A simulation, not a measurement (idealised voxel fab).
Presented below is a process module, voxel released beams.
The width of the displayed cross-section, cut, is 250 nm; its cells are square, with a size of 5 nm.
In this document a cross-section is written as a grid of square cells. It is given as a series of bands, listed from the top down, and a band is one or more rows of cells.
Band entry format. Leading values: height of top, height of bottom, nm. Remainder: materials in left-to-right order, each with its width in nm. Special words: "edge to edge" on a single material, which then fills the band edge to edge; "blank", empty space.
All heights in this document are referenced to 0, defined as the level beneath which the wafer, as received, consists entirely of one material. The lowest band is not bounded below; it extends indefinitely downward and is written in the form "top 0, no bottom".
Read "30 to 40" as a graded width: first number on top, second number at the bottom, same change between each pair of neighbouring rows.
Step note "remains unaltered" = no cross-section cell changed.
Enclosed voids (no open way to top), threshold 8 cells or more, entry "Closed void inventory", notation width x height at distance, distance from left edge, nm.
What comes after the settings on a step's line is commentary from the simulator itself on that step.
The setting "overlay nm" may be written on the line of a step. When the step uses a mask, the value reports how far to the right of the planned place the mask lay, and a negative value reports that it lay to the left.
Process steps (planned)
| 1 | RECEIVE with material Si |
| 2 | CONFORMAL_DEP with material SiN, thk nm 5 |
| 3 | DIRECTIONAL_DEP with material SiO2, thk nm 10 |
| 4 | PATTERN with tone open, mask id ANCHOR, material resist, width nm 25, thk nm 15, overlay nm 0 |
| 5 | DIRECTIONAL_ETCH with etch materials SiO2, depth nm 10 |
| 6 | STRIP with etch materials resist |
| 7 | CONFORMAL_DEP with material W, thk nm 10 |
| 8 | DIRECTIONAL_DEP with material aC, thk nm 10 |
| 9 | PATTERN with tone cover, mask id BEAM, material resist, width nm 70, thk nm 25, overlay nm 0 |
| 10 | DIRECTIONAL_ETCH with etch materials aC, depth nm 10 |
| 11 | STRIP with etch materials resist |
| 12 | DIRECTIONAL_ETCH with etch materials W, depth nm 10 |
| 13 | STRIP with etch materials aC |
| 14 | STRIP with etch materials SiO2 |
First of two wafers, with the run carried out as planned
Wafer cross-section on receipt, i.e. after step 1
	top 0, no bottom | Si edge to edge
	Closed void inventory: none
Cross-section of the wafer after step 2
	top 5, bottom 0 | SiN edge to edge
	Beneath the level 0, the cross-section is identical to its previous state.
Cross-section of the wafer after step 3
	top 15, bottom 5 | SiO2 edge to edge
	Beneath the level 5, the cross-section is identical to its previous state.
Cross-section of the wafer after step 4
	top 30, bottom 15 | resist: 90; blank: 25; resist: 135
	Beneath the level 15, the cross-section is identical to its previous state.
Cross-section of the wafer after step 5
	top 30, bottom 15 | resist: 90; blank: 25; resist: 135
	top 15, bottom 5 | SiO2: 90; blank: 25; SiO2: 135
	Beneath the level 5, the cross-section is identical to its previous state.
Cross-section of the wafer after step 6
	top 15, bottom 5 | SiO2: 90; blank: 25; SiO2: 135
	Beneath the level 5, the cross-section is identical to its previous state.
Cross-section of the wafer after step 7
	top 25, bottom 15 | W: 100; blank: 5; W: 145
	top 15, bottom 5 | SiO2: 90; W: 25; SiO2: 135
	Beneath the level 5, the cross-section is identical to its previous state.
Cross-section of the wafer after step 8
	top 35, bottom 25 | aC: 100; blank: 5; aC: 145
	top 25, bottom 15 | W: 100; aC: 5; W: 145
	Beneath the level 15, the cross-section is identical to its previous state.
Cross-section of the wafer after step 9
	top 60, bottom 35 | blank: 85; resist: 70; blank: 95
	top 35, bottom 25 | aC: 100; resist: 5; aC: 145
	Beneath the level 25, the cross-section is identical to its previous state.
Cross-section of the wafer after step 10
	top 50, bottom 35 | blank: 85; resist: 70; blank: 95
	top 35, bottom 25 | blank: 85; aC: 15; resist: 5; aC: 50; blank: 95
	Beneath the level 25, the cross-section is identical to its previous state.
Cross-section of the wafer after step 11
	top 35, bottom 25 | blank: 85; aC: 15; blank: 5; aC: 50; blank: 95
	Beneath the level 25, the cross-section is identical to its previous state.
Cross-section of the wafer after step 12
	top 35, bottom 25 | blank: 85; aC: 15; blank: 5; aC: 50; blank: 95
	top 25, bottom 15 | blank: 85; W: 15; aC: 5; W: 50; blank: 95
	Beneath the level 15, the cross-section is identical to its previous state.
Cross-section of the wafer after step 13
	top 25, bottom 15 | blank: 85; W: 15; blank: 5; W: 50; blank: 95
	Beneath the level 15, the cross-section is identical to its previous state.
Cross-section of the wafer after step 14
	top 25, bottom 15 | blank: 85; W: 15; blank: 5; W: 50; blank: 95
	top 15, bottom 5 | blank: 90; W: 25; blank: 135
	Beneath the level 5, the cross-section is identical to its previous state.
Wafer two of two - same starting point, same process plan, one mistake in execution; matches wafer one up to and including step 1
Look at the second wafer in cross-section at the time step 2 ought to have finished
	top 10, bottom 0 | SiO2 edge to edge
	Beneath the level 0, the cross-section is identical to its previous state.
Look at the second wafer in cross-section at the time step 3 ought to have finished
	top 15, bottom 10 | SiN edge to edge
	Beneath the level 10, the cross-section is identical to its previous state.
Look at the second wafer in cross-section at the time step 4 ought to have finished
	top 30, bottom 15 | resist: 90; blank: 25; resist: 135
	Beneath the level 15, the cross-section is identical to its previous state.
Look at the second wafer in cross-section at the time step 5 ought to have finished: remains unaltered
Look at the second wafer in cross-section at the time step 6 ought to have finished
	top 15, bottom 10 | SiN edge to edge
	Beneath the level 10, the cross-section is identical to its previous state.
Look at the second wafer in cross-section at the time step 7 ought to have finished
	top 25, bottom 15 | W edge to edge
	Beneath the level 15, the cross-section is identical to its previous state.
Look at the second wafer in cross-section at the time step 8 ought to have finished
	top 35, bottom 25 | aC edge to edge
	Beneath the level 25, the cross-section is identical to its previous state.
Look at the second wafer in cross-section at the time step 9 ought to have finished
	top 60, bottom 35 | blank: 85; resist: 70; blank: 95
	Beneath the level 35, the cross-section is identical to its previous state.
Look at the second wafer in cross-section at the time step 10 ought to have finished
	top 50, bottom 35 | blank: 85; resist: 70; blank: 95
	top 35, bottom 25 | blank: 85; aC: 70; blank: 95
	Beneath the level 25, the cross-section is identical to its previous state.
Look at the second wafer in cross-section at the time step 11 ought to have finished
	top 35, bottom 25 | blank: 85; aC: 70; blank: 95
	Beneath the level 25, the cross-section is identical to its previous state.
Look at the second wafer in cross-section at the time step 12 ought to have finished
	top 35, bottom 25 | blank: 85; aC: 70; blank: 95
	top 25, bottom 15 | blank: 85; W: 70; blank: 95
	Beneath the level 15, the cross-section is identical to its previous state.
Look at the second wafer in cross-section at the time step 13 ought to have finished
	top 25, bottom 15 | blank: 85; W: 70; blank: 95
	Beneath the level 15, the cross-section is identical to its previous state.
Look at the second wafer in cross-section at the time step 14 ought to have finished: remains unaltered
Plan not followed: order of steps 2 and 3 inverted relative to the plan
Count the cells at the end and the second wafer has more or fewer of some materials than the first: 100 more of SiO2, 8 fewer of W
